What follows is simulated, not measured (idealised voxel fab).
process module | voxel lift off
cross-section cut | 145 nm wide | cells 5 nm
A cross-section is a grid of square cells, given in bands from the top down. A band is one or more rows of cells.
Each band's line starts with the height of the band's top and of its bottom, in nm. Then come its materials from left to right, each with its width in nm. One material with "throughout" fills the band from edge to edge. "air" is empty space.
Height 0 is the level under which the wafer as received is all one material. The lowest band goes on downwards, as in "0 down".
A width such as "30 to 40" changes by the same amount from each row of cells to the next, from the band's top row to its bottom row.
"no change" after a step means that no cell of the cross-section changed.
closed voids: empty space of 8 cells or more with no open way to the top, each as width x height at its distance from the left edge, in nm
after a step's settings: what the simulator itself notes on the step
overlay nm, on a step with a mask: how far to the right of its planned place the mask lay; to the left if negative
plan
1 op RECEIVE | material Si
2 op CONFORMAL_DEP | material SiN | thk nm 5
3 op PATTERN | tone open | mask id LINES | material resist | width nm 15 | pitch nm 30 | thk nm 25 | overlay nm 0
4 op DIRECTIONAL_DEP | material Ru | thk nm 10
5 op STRIP | etch materials resist
6 op CONFORMAL_DEP | material SiO2 | thk nm 10
varied across the wafers: thk nm of step 2. The plan shows the first wafer's value. All wafers start alike
first wafer as received, after step 1
  0 down: Si throughout
  closed voids: none
each wafer at the end: cells of each material gained (+) or lost (-) since it was received, then its closed voids
thk nm 5 | +24 Ru | +29 SiN | +84 SiO2 | closed voids: none
thk nm 10 | +24 Ru | +58 SiN | +84 SiO2 | closed voids: none
thk nm 15 | +24 Ru | +87 SiN | +84 SiO2 | closed voids: none
thk nm 20 | +24 Ru | +116 SiN | +84 SiO2 | closed voids: none
thk nm 25 | +24 Ru | +145 SiN | +84 SiO2 | closed voids: none
thk nm 30 | +24 Ru | +174 SiN | +84 SiO2 | closed voids: none
